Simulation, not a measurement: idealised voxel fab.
This is a process module. Its name is voxel fin reveal.
Cross-section cut: width 195 nm, square cells of 5 nm.
For the purposes of this document, a cross-section shall be understood as a grid of square cells, specified as bands listed in top-to-bottom order, each band consisting of one or more rows of cells.
First you get the band's top height and its bottom height, in nm, and then the materials it's made of, left to right, with each width in nm. If you see a single material with "edge to edge", that one covers the band edge to edge. "air" is empty space.
Note: height 0 marks the level under which the wafer is uniformly one material as received. Lowest band unbounded below, written "top 0, no bottom".
A width such as "30->40" changes by the same amount from each row of cells to the next, from the band's top row to its bottom row.
"nothing got changed" means the step left every cell of the cross-section as it was.
Any empty space of 8 cells or more lacking an open way to the top shows up in "Sealed cavities" as width x height at distance, distance from the left edge, in nm.
Anything after a step's settings on that line? It's the simulator's own note about the step.
For masked steps, "overlay nm" on the step line gives how far right of plan the mask actually lay; a minus sign means it lay to the left.

THE PROCESS STEPS THAT WERE PLANNED ARE LISTED BELOW
1. op RECEIVE | material Si
2. op CONFORMAL_DEP | material SiN | thk nm 10
3. op DIRECTIONAL_DEP | material aC | thk nm 10
4. op PATTERN | tone cover | mask id FINS | material resist | width nm 15 | pitch nm 40 | thk nm 30 | overlay nm 0
5. op DIRECTIONAL_ETCH | etch materials aC | depth nm 10
6. op STRIP | etch materials resist
7. op DIRECTIONAL_ETCH | etch materials SiN | depth nm 10
8. op DIRECTIONAL_ETCH | etch materials Si | depth nm 40
9. op STRIP | etch materials aC
10. op OXIDIZE | depth nm 5
11. op FILL_DEP | material SiO2 | thk nm 15
12. op CMP | height nm 10
13. op SELECTIVE_ETCH | etch materials SiO2 | depth nm 40
14. op STRIP | etch materials SiN
15. op CONFORMAL_DEP | material SiO2 | thk nm 5

WAFER AT RECEIPT (POST STEP 1), CROSS-SECTION
top 0, no bottom = Si edge to edge
Sealed cavities: none

END-OF-MODULE CROSS-SECTION OF THE FIRST OF TWO WAFERS, PROCESSED AS PLANNED
top 5, bottom 0 = air 70  SiO2 15  air 25  SiO2 15  air 70
top 0, bottom -25 = air 70  SiO2 5  Si 5  SiO2 5  air 25  SiO2 5  Si 5  SiO2 5  air 70
top -25, bottom -45 = SiO2 75  Si 5  SiO2 35  Si 5  SiO2 75
top -45, no bottom = Si edge to edge
Sealed cavities: none

NOW THE SECOND WAFER, CROSS-SECTIONED AT THE END OF THE MODULE. NOTHING DIFFERENT AT THE START, NOTHING DIFFERENT IN THE PLAN COMPARED WITH THE FIRST, JUST ONE MISTAKE WHEN IT WAS ACTUALLY RUN
top 5, bottom 0 = air 70  SiO2 20  air 20  SiO2 20  air 65
top 0, bottom -25 = air 70  SiO2 5  Si 10  SiO2 5  air 20  SiO2 5  Si 10  SiO2 5  air 65
top -25, bottom -45 = SiO2 75  Si 10  SiO2 30  Si 10  SiO2 70
top -45, no bottom = Si edge to edge
Sealed cavities: none
What went wrong in running the wafer? not per plan at step 4, really ran op PATTERN | tone cover | mask id FINS | material resist | width nm 20 | pitch nm 40 | thk nm 30 | overlay nm 0
Once processing is complete, comparing cell counts shows that the second wafer has more or fewer of certain materials than the first: +18 Si, -6 SiO2
